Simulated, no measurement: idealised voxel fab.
Process module in this document: voxel wiring stack
The cross-section on display is named cut; it measures 185 nm wide, and its cells are 5 nm squares.
In this document a cross-section is written as a grid of square cells. It is given as a series of bands, listed from the top down, and a band is one or more rows of cells. Per band: top height and bottom height in nm, followed by the left-to-right materials and their widths in nm; "everywhere" marks a single material spanning edge to edge, "blank" marks empty space. Height datum 0, below which the as-received substrate wafer is one material. Lowest band open at the bottom, running downward: "0 down". Read "30->40" as a graded width: first number on top, second number at the bottom, same change between each pair of neighbouring rows. A step reported as "no alterations made" is a step in which no cell of the cross-section changed. Closed-off voids of 8+ cells (no open route to the top) go in "closed voids", written width x height at distance from the left edge, in nm. On a step's line, text after the settings is the simulator commenting on that step. A step line may carry the setting "overlay nm", which, for steps involving a mask, states the distance by which the mask lay to the right of its intended position; negative values denote displacement to the left.
Listed below are the process steps as planned
step 1: RECEIVE, material Si
step 2: CONFORMAL_DEP, material SiO2, thk nm 15
step 3: DIRECTIONAL_DEP, material TiN, thk nm 5
step 4: DIRECTIONAL_DEP, material W, thk nm 15
step 5: PATTERN, tone cover, mask id METAL_1, material resist, width nm 20, pitch nm 45, thk nm 20, overlay nm 0
step 6: DIRECTIONAL_ETCH, etch materials W, depth nm 15
step 7: DIRECTIONAL_ETCH, etch materials TiN, depth nm 5
step 8: STRIP, etch materials resist
step 9: CONFORMAL_DEP, material SiN, thk nm 5
step 10: FILL_DEP, material lowk, thk nm 5
step 11: CMP, height nm 35
step 12: CONFORMAL_DEP, material SiCN, thk nm 5
step 13: DIRECTIONAL_DEP, material SiO2, thk nm 35
step 14: MASKED_ETCH, tone open, mask id METAL_2, width nm 20, pitch nm 45, etch materials SiO2, depth nm 20, overlay nm 0
step 15: DIRECTIONAL_DEP, material aC, thk nm 15
step 16: PATTERN, tone open, mask id METAL_2_HOLES, material resist, width nm 15, pitch nm 45, thk nm 35, overlay nm 0
step 17: DIRECTIONAL_ETCH, etch materials aC, depth nm 15
step 18: STRIP, etch materials resist
step 19: DIRECTIONAL_ETCH, etch materials SiO2, depth nm 15
step 20: DIRECTIONAL_ETCH, etch materials SiCN, depth nm 5
step 21: STRIP, etch materials aC
step 22: CONFORMAL_DEP, material TiN, thk nm 5
step 23: FILL_DEP, material Cu, thk nm 5
step 24: CMP, height nm 75
step 25: CONFORMAL_DEP, material SiCN, thk nm 5
step 26: DIRECTIONAL_DEP, material lowk, thk nm 10
step 27: PATTERN, tone open, mask id PLUG_2, material resist, width nm 15, thk nm 20, overlay nm -15
step 28: DIRECTIONAL_ETCH, etch materials lowk, depth nm 10
step 29: DIRECTIONAL_ETCH, etch materials SiCN, depth nm 5
step 30: STRIP, etch materials resist
step 31: CONFORMAL_DEP, material TiN, thk nm 5
step 32: FILL_DEP, material W, thk nm 5
step 33: CMP, height nm 90
step 34: CONFORMAL_DEP, material SiCN, thk nm 5
step 35: DIRECTIONAL_DEP, material SiO2, thk nm 25
step 36: PATTERN, tone open, mask id METAL_3, material resist, width nm 20, pitch nm 45, thk nm 20, overlay nm 0
step 37: DIRECTIONAL_ETCH, etch materials SiO2, depth nm 25
step 38: DIRECTIONAL_ETCH, etch materials SiCN, depth nm 5
step 39: STRIP, etch materials resist
step 40: CONFORMAL_DEP, material TiN, thk nm 5
step 41: FILL_DEP, material Cu, thk nm 10
step 42: CMP, height nm 120
step 43: CONFORMAL_DEP, material SiCN, thk nm 5
step 44: DIRECTIONAL_DEP, material lowk, thk nm 10
step 45: PATTERN, tone open, mask id PLUG_3, material resist, width nm 15, pitch nm 45, thk nm 15, overlay nm 0
step 46: DIRECTIONAL_ETCH, etch materials lowk, depth nm 10
step 47: DIRECTIONAL_ETCH, etch materials SiCN, depth nm 5
step 48: STRIP, etch materials resist
step 49: EPI, material Ru, thk nm 10
step 50: EPI, material Ru, thk nm 5
step 51: DIRECTIONAL_DEP, material TiN, thk nm 5
step 52: DIRECTIONAL_DEP, material W, thk nm 25
step 53: MASKED_ETCH, tone cover, mask id METAL_4, width nm 20, pitch nm 45, etch materials W, depth nm 25, overlay nm 0
step 54: MASKED_ETCH, tone cover, mask id METAL_4, width nm 20, pitch nm 45, etch materials TiN, depth nm 5, overlay nm 0
step 55: CONFORMAL_DEP, material SiN, thk nm 5
step 56: FILL_DEP, material SiO2, thk nm 10
step 57: CMP, height nm 165
step 58: CONFORMAL_DEP, material SiN, thk nm 5
Where the wafers of this document differ is in the overlay nm of step 27; they start out the same, and the plan states the value that applied to the first wafer.
The first of several wafers, as received after step 1, seen in section
> 0 down | Si everywhere
> closed voids: none
The table below has one row for each wafer; a row shows, as of the end of the module, how many cells of each material the wafer has gained, marked (+), or lost, marked (-), since it was received, and then the wafer's closed voids
overlay nm -15, +40 Cu, +18 Ru, +125 SiCN, +127 SiN, +590 SiO2, +87 TiN, +66 W, +205 lowk, closed voids: none
overlay nm -10, +40 Cu, +18 Ru, +125 SiCN, +127 SiN, +590 SiO2, +87 TiN, +66 W, +205 lowk, closed voids: none
overlay nm -5, +40 Cu, +18 Ru, +125 SiCN, +127 SiN, +590 SiO2, +87 TiN, +66 W, +205 lowk, closed voids: none
overlay nm 0, +40 Cu, +18 Ru, +125 SiCN, +127 SiN, +590 SiO2, +87 TiN, +66 W, +205 lowk, closed voids: none
overlay nm 5, +40 Cu, +18 Ru, +125 SiCN, +127 SiN, +590 SiO2, +87 TiN, +66 W, +205 lowk, closed voids: none
overlay nm 10, +40 Cu, +18 Ru, +125 SiCN, +127 SiN, +590 SiO2, +87 TiN, +66 W, +205 lowk, closed voids: none
overlay nm 15, +40 Cu, +18 Ru, +125 SiCN, +127 SiN, +590 SiO2, +87 TiN, +66 W, +205 lowk, closed voids: none
